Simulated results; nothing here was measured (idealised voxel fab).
This is a process module. Its name is voxel self aligned vias.
Pictured: cross-section cut, 285 nm wide, on a grid of 5 nm square cells.
In this document a cross-section is written as a grid of square cells. It is given as a series of bands, listed from the top down, and a band is one or more rows of cells.
It is stipulated that each band's entry specify, in nanometres, the height of the top of the band and then that of its bottom, followed by the materials of the band in left-to-right sequence, each together with its width in nanometres. A single material marked by the word "all across" is understood to fill the band from edge to edge; the word "blank" is understood to denote empty space.
The level at which height equals 0 is the one under which the wafer, as it arrives, is entirely one material. No lower edge exists for the bottom band, which continues downward and is notated as in "0 down".
The notation "30..40" denotes a width that varies across the rows of cells in the band, beginning at the first number in the top row, finishing at the second number in the bottom row, and changing by an identical amount from each row to the next.
Reading "nothing was modified" for a step: not a cell of the cross-section changed in it.
Closed void entries: empty space of 8 cells or more with no open way to the top, each as width x height at its distance from the left edge, in nm
Heads up: the bit after the settings on a step's line is the simulator's remark on that step.
For masked steps, "overlay nm" on the step line gives how far right of plan the mask actually lay; a minus sign means it lay to the left.
PLAN
1) RECEIVE: material Si
2) CONFORMAL_DEP: material SiO2, thk nm 15
3) CONFORMAL_DEP: material SiCN, thk nm 5
4) DIRECTIONAL_DEP: material SiO2, thk nm 25
5) DIRECTIONAL_DEP: material aC, thk nm 10
6) PATTERN: tone open, mask id LINES, material resist, width nm 25, pitch nm 65, thk nm 25, overlay nm 0
7) DIRECTIONAL_ETCH: etch materials aC, depth nm 10
8) STRIP: etch materials resist
9) DIRECTIONAL_ETCH: etch materials SiO2, depth nm 25
10) STRIP: etch materials aC
11) CONFORMAL_DEP: material TiN, thk nm 5
12) FILL_DEP: material Ru, thk nm 5
13) CMP: height nm 45
14) SELECTIVE_ETCH: etch materials W Ru TiN, depth nm 10
15) FILL_DEP: material SiN, thk nm 10
16) CMP: height nm 45
17) DIRECTIONAL_DEP: material SiO2, thk nm 20
18) PATTERN: tone open, mask id VIAS, material resist, width nm 45, pitch nm 130, thk nm 15, overlay nm 0
19) DIRECTIONAL_ETCH: etch materials SiO2, depth nm 20
20) DIRECTIONAL_ETCH: etch materials SiN, depth nm 10
21) STRIP: etch materials resist
22) CONFORMAL_DEP: material TiN, thk nm 5
23) FILL_DEP: material Cu, thk nm 10
24) CMP: height nm 65
25) CONFORMAL_DEP: material SiCN, thk nm 5
OF TWO WAFERS, THE FIRST: RUN ACCORDING TO PLAN
WAFER AS RECEIVED: CROSS-SECTION FOLLOWING STEP 1
* 0 down | Si all across
* Closed void entries: none
CROSS-SECTION THROUGH THE WAFER, STEP 2 FINISHED
* 15 to 0 | SiO2 all across
* Nothing below the height 0 has changed.
CROSS-SECTION THROUGH THE WAFER, STEP 3 FINISHED
* 20 to 15 | SiCN all across
* Nothing below the height 15 has changed.
CROSS-SECTION THROUGH THE WAFER, STEP 4 FINISHED
* 45 to 20 | SiO2 all across
* Nothing below the height 20 has changed.
CROSS-SECTION THROUGH THE WAFER, STEP 5 FINISHED
* 55 to 45 | aC all across
* Nothing below the height 45 has changed.
CROSS-SECTION THROUGH THE WAFER, STEP 6 FINISHED
* 80 to 55 | 65 of resist / 25 of blank / 40 of resist / 25 of blank / 40 of resist / 25 of blank / 65 of resist
* Nothing below the height 55 has changed.
CROSS-SECTION THROUGH THE WAFER, STEP 7 FINISHED
* 70 to 55 | 65 of resist / 25 of blank / 40 of resist / 25 of blank / 40 of resist / 25 of blank / 65 of resist
* 55 to 45 | 65 of aC / 25 of blank / 40 of aC / 25 of blank / 40 of aC / 25 of blank / 65 of aC
* Nothing below the height 45 has changed.
CROSS-SECTION THROUGH THE WAFER, STEP 8 FINISHED
* 55 to 45 | 65 of aC / 25 of blank / 40 of aC / 25 of blank / 40 of aC / 25 of blank / 65 of aC
* Nothing below the height 45 has changed.
CROSS-SECTION THROUGH THE WAFER, STEP 9 FINISHED
* 55 to 45 | 65 of aC / 25 of blank / 40 of aC / 25 of blank / 40 of aC / 25 of blank / 65 of aC
* 45 to 20 | 65 of SiO2 / 25 of blank / 40 of SiO2 / 25 of blank / 40 of SiO2 / 25 of blank / 65 of SiO2
* Nothing below the height 20 has changed.
CROSS-SECTION THROUGH THE WAFER, STEP 10 FINISHED
* 45 to 20 | 65 of SiO2 / 25 of blank / 40 of SiO2 / 25 of blank / 40 of SiO2 / 25 of blank / 65 of SiO2
* Nothing below the height 20 has changed.
CROSS-SECTION THROUGH THE WAFER, STEP 11 FINISHED
* 50 to 45 | 70 of TiN / 15 of blank / 50 of TiN / 15 of blank / 50 of TiN / 15 of blank / 70 of TiN
* 45 to 25 | 65 of SiO2 / 5 of TiN / 15 of blank / 5 of TiN / 40 of SiO2 / 5 of TiN / 15 of blank / 5 of TiN / 40 of SiO2 / 5 of TiN / 15 of blank / 5 of TiN / 65 of SiO2
* 25 to 20 | 65 of SiO2 / 25 of TiN / 40 of SiO2 / 25 of TiN / 40 of SiO2 / 25 of TiN / 65 of SiO2
* Nothing below the height 20 has changed.
CROSS-SECTION THROUGH THE WAFER, STEP 12 FINISHED
* 55 to 50 | Ru all across
* 50 to 45 | 70 of TiN / 15 of Ru / 50 of TiN / 15 of Ru / 50 of TiN / 15 of Ru / 70 of TiN
* 45 to 25 | 65 of SiO2 / 5 of TiN / 15 of Ru / 5 of TiN / 40 of SiO2 / 5 of TiN / 15 of Ru / 5 of TiN / 40 of SiO2 / 5 of TiN / 15 of Ru / 5 of TiN / 65 of SiO2
* Nothing below the height 25 has changed.
CROSS-SECTION THROUGH THE WAFER, STEP 13 FINISHED
* 45 to 25 | 65 of SiO2 / 5 of TiN / 15 of Ru / 5 of TiN / 40 of SiO2 / 5 of TiN / 15 of Ru / 5 of TiN / 40 of SiO2 / 5 of TiN / 15 of Ru / 5 of TiN / 65 of SiO2
* Nothing below the height 25 has changed.
CROSS-SECTION THROUGH THE WAFER, STEP 14 FINISHED
* 45 to 35 | 65 of SiO2 / 25 of blank / 40 of SiO2 / 25 of blank / 40 of SiO2 / 25 of blank / 65 of SiO2
* Nothing below the height 35 has changed.
CROSS-SECTION THROUGH THE WAFER, STEP 15 FINISHED
* 55 to 45 | SiN all across
* 45 to 35 | 65 of SiO2 / 25 of SiN / 40 of SiO2 / 25 of SiN / 40 of SiO2 / 25 of SiN / 65 of SiO2
* Nothing below the height 35 has changed.
CROSS-SECTION THROUGH THE WAFER, STEP 16 FINISHED
* 45 to 35 | 65 of SiO2 / 25 of SiN / 40 of SiO2 / 25 of SiN / 40 of SiO2 / 25 of SiN / 65 of SiO2
* Nothing below the height 35 has changed.
CROSS-SECTION THROUGH THE WAFER, STEP 17 FINISHED
* 65 to 45 | SiO2 all across
* Nothing below the height 45 has changed.
CROSS-SECTION THROUGH THE WAFER, STEP 18 FINISHED
* 80 to 65 | 55 of resist / 45 of blank / 85 of resist / 45 of blank / 55 of resist
* Nothing below the height 65 has changed.
CROSS-SECTION THROUGH THE WAFER, STEP 19 FINISHED
* 80 to 65 | 55 of resist / 45 of blank / 85 of resist / 45 of blank / 55 of resist
* 65 to 45 | 55 of SiO2 / 45 of blank / 85 of SiO2 / 45 of blank / 55 of SiO2
* Nothing below the height 45 has changed.
CROSS-SECTION THROUGH THE WAFER, STEP 20 FINISHED
* 80 to 65 | 55 of resist / 45 of blank / 85 of resist / 45 of blank / 55 of resist
* 65 to 45 | 55 of SiO2 / 45 of blank / 85 of SiO2 / 45 of blank / 55 of SiO2
* 45 to 35 | 65 of SiO2 / 25 of blank / 40 of SiO2 / 25 of SiN / 40 of SiO2 / 25 of blank / 65 of SiO2
* Nothing below the height 35 has changed.
CROSS-SECTION THROUGH THE WAFER, STEP 21 FINISHED
* 65 to 45 | 55 of SiO2 / 45 of blank / 85 of SiO2 / 45 of blank / 55 of SiO2
* Nothing below the height 45 has changed.
CROSS-SECTION THROUGH THE WAFER, STEP 22 FINISHED
* 70 to 65 | 60 of TiN / 35 of blank / 95 of TiN / 35 of blank / 60 of TiN
* 65 to 50 | 55 of SiO2 / 5 of TiN / 35 of blank / 5 of TiN / 85 of SiO2 / 5 of TiN / 35 of blank / 5 of TiN / 55 of SiO2
* 50 to 45 | 55 of SiO2 / 15 of TiN / 15 of blank / 15 of TiN / 85 of SiO2 / 15 of TiN / 15 of blank / 15 of TiN / 55 of SiO2
* 45 to 40 | 65 of SiO2 / 5 of TiN / 15 of blank / 5 of TiN / 40 of SiO2 / 25 of SiN / 40 of SiO2 / 5 of TiN / 15 of blank / 5 of TiN / 65 of SiO2
* 40 to 35 | 65 of SiO2 / 25 of TiN / 40 of SiO2 / 25 of SiN / 40 of SiO2 / 25 of TiN / 65 of SiO2
* Nothing below the height 35 has changed.
CROSS-SECTION THROUGH THE WAFER, STEP 23 FINISHED
* 80 to 70 | Cu all across
* 70 to 65 | 60 of TiN / 35 of Cu / 95 of TiN / 35 of Cu / 60 of TiN
* 65 to 50 | 55 of SiO2 / 5 of TiN / 35 of Cu / 5 of TiN / 85 of SiO2 / 5 of TiN / 35 of Cu / 5 of TiN / 55 of SiO2
* 50 to 45 | 55 of SiO2 / 15 of TiN / 15 of Cu / 15 of TiN / 85 of SiO2 / 15 of TiN / 15 of Cu / 15 of TiN / 55 of SiO2
* 45 to 40 | 65 of SiO2 / 5 of TiN / 15 of Cu / 5 of TiN / 40 of SiO2 / 25 of SiN / 40 of SiO2 / 5 of TiN / 15 of Cu / 5 of TiN / 65 of SiO2
* Nothing below the height 40 has changed.
CROSS-SECTION THROUGH THE WAFER, STEP 24 FINISHED
* 65 to 50 | 55 of SiO2 / 5 of TiN / 35 of Cu / 5 of TiN / 85 of SiO2 / 5 of TiN / 35 of Cu / 5 of TiN / 55 of SiO2
* Nothing below the height 50 has changed.
CROSS-SECTION THROUGH THE WAFER, STEP 25 FINISHED
* 70 to 65 | SiCN all across
* Nothing below the height 65 has changed.
SECOND WAFER, SAME STARTING STATE AND PLAN AS THE FIRST, ONE MISTAKE IN THE RUN, IDENTICAL THROUGH STEP 2
X-SECTION, SECOND WAFER, WHEN STEP 3 WAS DUE TO FINISH
* 40 to 0 | SiO2 all across
* Nothing below the height 0 has changed.
X-SECTION, SECOND WAFER, WHEN STEP 4 WAS DUE TO FINISH
* 45 to 40 | SiCN all across
* Nothing below the height 40 has changed.
X-SECTION, SECOND WAFER, WHEN STEP 5 WAS DUE TO FINISH
* 55 to 45 | aC all across
* Nothing below the height 45 has changed.
X-SECTION, SECOND WAFER, WHEN STEP 6 WAS DUE TO FINISH
* 80 to 55 | 65 of resist / 25 of blank / 40 of resist / 25 of blank / 40 of resist / 25 of blank / 65 of resist
* Nothing below the height 55 has changed.
X-SECTION, SECOND WAFER, WHEN STEP 7 WAS DUE TO FINISH
* 70 to 55 | 65 of resist / 25 of blank / 40 of resist / 25 of blank / 40 of resist / 25 of blank / 65 of resist
* 55 to 45 | 65 of aC / 25 of blank / 40 of aC / 25 of blank / 40 of aC / 25 of blank / 65 of aC
* Nothing below the height 45 has changed.
X-SECTION, SECOND WAFER, WHEN STEP 8 WAS DUE TO FINISH
* 55 to 45 | 65 of aC / 25 of blank / 40 of aC / 25 of blank / 40 of aC / 25 of blank / 65 of aC
* Nothing below the height 45 has changed.
X-section, second wafer, when step 9 was due to finish: nothing was modified
X-SECTION, SECOND WAFER, WHEN STEP 10 WAS DUE TO FINISH
* 45 to 40 | SiCN all across
* Nothing below the height 40 has changed.
X-SECTION, SECOND WAFER, WHEN STEP 11 WAS DUE TO FINISH
* 50 to 45 | TiN all across
* Nothing below the height 45 has changed.
X-SECTION, SECOND WAFER, WHEN STEP 12 WAS DUE TO FINISH
* 55 to 50 | Ru all across
* Nothing below the height 50 has changed.
X-SECTION, SECOND WAFER, WHEN STEP 13 WAS DUE TO FINISH
* 45 to 40 | SiCN all across
* Nothing below the height 40 has changed.
X-section, second wafer, when step 14 was due to finish: nothing was modified
X-SECTION, SECOND WAFER, WHEN STEP 15 WAS DUE TO FINISH
* 55 to 45 | SiN all across
* Nothing below the height 45 has changed.
X-SECTION, SECOND WAFER, WHEN STEP 16 WAS DUE TO FINISH
* 45 to 40 | SiCN all across
* Nothing below the height 40 has changed.
X-SECTION, SECOND WAFER, WHEN STEP 17 WAS DUE TO FINISH
* 65 to 45 | SiO2 all across
* Nothing below the height 45 has changed.
X-SECTION, SECOND WAFER, WHEN STEP 18 WAS DUE TO FINISH
* 80 to 65 | 55 of resist / 45 of blank / 85 of resist / 45 of blank / 55 of resist
* Nothing below the height 65 has changed.
X-SECTION, SECOND WAFER, WHEN STEP 19 WAS DUE TO FINISH
* 80 to 65 | 55 of resist / 45 of blank / 85 of resist / 45 of blank / 55 of resist
* 65 to 45 | 55 of SiO2 / 45 of blank / 85 of SiO2 / 45 of blank / 55 of SiO2
* Nothing below the height 45 has changed.
X-section, second wafer, when step 20 was due to finish: nothing was modified
X-SECTION, SECOND WAFER, WHEN STEP 21 WAS DUE TO FINISH
* 65 to 45 | 55 of SiO2 / 45 of blank / 85 of SiO2 / 45 of blank / 55 of SiO2
* Nothing below the height 45 has changed.
X-SECTION, SECOND WAFER, WHEN STEP 22 WAS DUE TO FINISH
* 70 to 65 | 60 of TiN / 35 of blank / 95 of TiN / 35 of blank / 60 of TiN
* 65 to 50 | 55 of SiO2 / 5 of TiN / 35 of blank / 5 of TiN / 85 of SiO2 / 5 of TiN / 35 of blank / 5 of TiN / 55 of SiO2
* 50 to 45 | 55 of SiO2 / 45 of TiN / 85 of SiO2 / 45 of TiN / 55 of SiO2
* Nothing below the height 45 has changed.
X-SECTION, SECOND WAFER, WHEN STEP 23 WAS DUE TO FINISH
* 80 to 70 | Cu all across
* 70 to 65 | 60 of TiN / 35 of Cu / 95 of TiN / 35 of Cu / 60 of TiN
* 65 to 50 | 55 of SiO2 / 5 of TiN / 35 of Cu / 5 of TiN / 85 of SiO2 / 5 of TiN / 35 of Cu / 5 of TiN / 55 of SiO2
* Nothing below the height 50 has changed.
X-SECTION, SECOND WAFER, WHEN STEP 24 WAS DUE TO FINISH
* 65 to 50 | 55 of SiO2 / 5 of TiN / 35 of Cu / 5 of TiN / 85 of SiO2 / 5 of TiN / 35 of Cu / 5 of TiN / 55 of SiO2
* Nothing below the height 50 has changed.
X-SECTION, SECOND WAFER, WHEN STEP 25 WAS DUE TO FINISH
* 70 to 65 | SiCN all across
* Nothing below the height 65 has changed.
Run error: steps 3 and 4 were swapped
FYI, end of process, the second wafer has more or fewer cells of some materials than the first: Cu -12, Ru -18, SiN -10, SiO2 +75, TiN -35
